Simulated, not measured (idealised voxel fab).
This is a process module. Its name is voxel ribs on slabs.
Cross-section cut: width 270 nm, square cells of 5 nm.
We lay out every cross-section as a grid of square cells and spell it out in bands from the top down, where one band means one or more rows of cells. Top height, bottom height, nm. Materials left to right, width each, nm. Single material + "full width" = fills band edge to edge. "blank" = empty. A quick word on heights: they are counted from 0, and under that level the wafer as it came to us is one material throughout. The lowest band is different from the rest in having no bottom; it simply continues downward, written as in "z 0 and below". It should be noted that a width expressed as "30 to 40" varies in equal increments from row to row of cells within the band, taking the value of the first number at the top row and that of the second number at the bottom row. Basically "stayed the same" means that step didn't change any cell in the cross-section. "Sealed voids" means: voids of 8 cells or more that are shut off from the top with no open way through. Written width x height at distance, distance from the left edge, in nm. Note: text after step settings on the step line = simulator remark on that step. A step line may carry the setting "overlay nm", which, for steps involving a mask, states the distance by which the mask lay to the right of its intended position; negative values denote displacement to the left.
Steps planned for the process:
step 1: RECEIVE (material Si)
step 2: DIRECTIONAL_DEP (material SiO2; thk nm 25)
step 3: DIRECTIONAL_DEP (material SiN; thk nm 20)
step 4: DIRECTIONAL_DEP (material aC; thk nm 15)
step 5: PATTERN (tone cover; mask id RIB; material resist; width nm 15; thk nm 35; overlay nm 0)
step 6: DIRECTIONAL_ETCH (etch materials aC; depth nm 15)
step 7: STRIP (etch materials resist)
step 8: DIRECTIONAL_ETCH (etch materials SiN; depth nm 5)
step 9: STRIP (etch materials aC)
step 10: MASKED_ETCH (tone cover; mask id SLAB; width nm 55; etch materials SiN; depth nm 15; overlay nm 0)
step 11: FILL_DEP (material SiO2; thk nm 15)
step 12: CMP (height nm 55)
step 13: DIRECTIONAL_DEP (material W; thk nm 10)
step 14: PATTERN (tone cover; mask id HEATER; material resist; width nm 25; thk nm 15; overlay nm -15)
step 15: DIRECTIONAL_ETCH (etch materials W; depth nm 10)
step 16: STRIP (etch materials resist)
step 17: CONFORMAL_DEP (material SiN; thk nm 5)
The overlay nm used in step 14 is not the same on every wafer, whereas the starting condition is; the value printed in the plan is the first wafer's.
Cross-sectional view of the first of several wafers in the as-received condition, corresponding to the state following step 1:
* z 0 and below: Si full width
* Sealed voids: none
The rows of the table below are wafers. Looking at the end of the module, a row counts, for every material, the cells the wafer has gained, shown as (+), or lost, shown as (-), since it was received; its closed voids come next:
overlay nm -15 | +94 SiN | +558 SiO2 | +10 W | Sealed voids: none
overlay nm -10 | +94 SiN | +558 SiO2 | +10 W | Sealed voids: none
overlay nm -5 | +94 SiN | +558 SiO2 | +10 W | Sealed voids: none
overlay nm 0 | +94 SiN | +558 SiO2 | +10 W | Sealed voids: none
overlay nm 5 | +94 SiN | +558 SiO2 | +10 W | Sealed voids: none
overlay nm 10 | +94 SiN | +558 SiO2 | +10 W | Sealed voids: none
overlay nm 15 | +94 SiN | +558 SiO2 | +10 W | Sealed voids: none
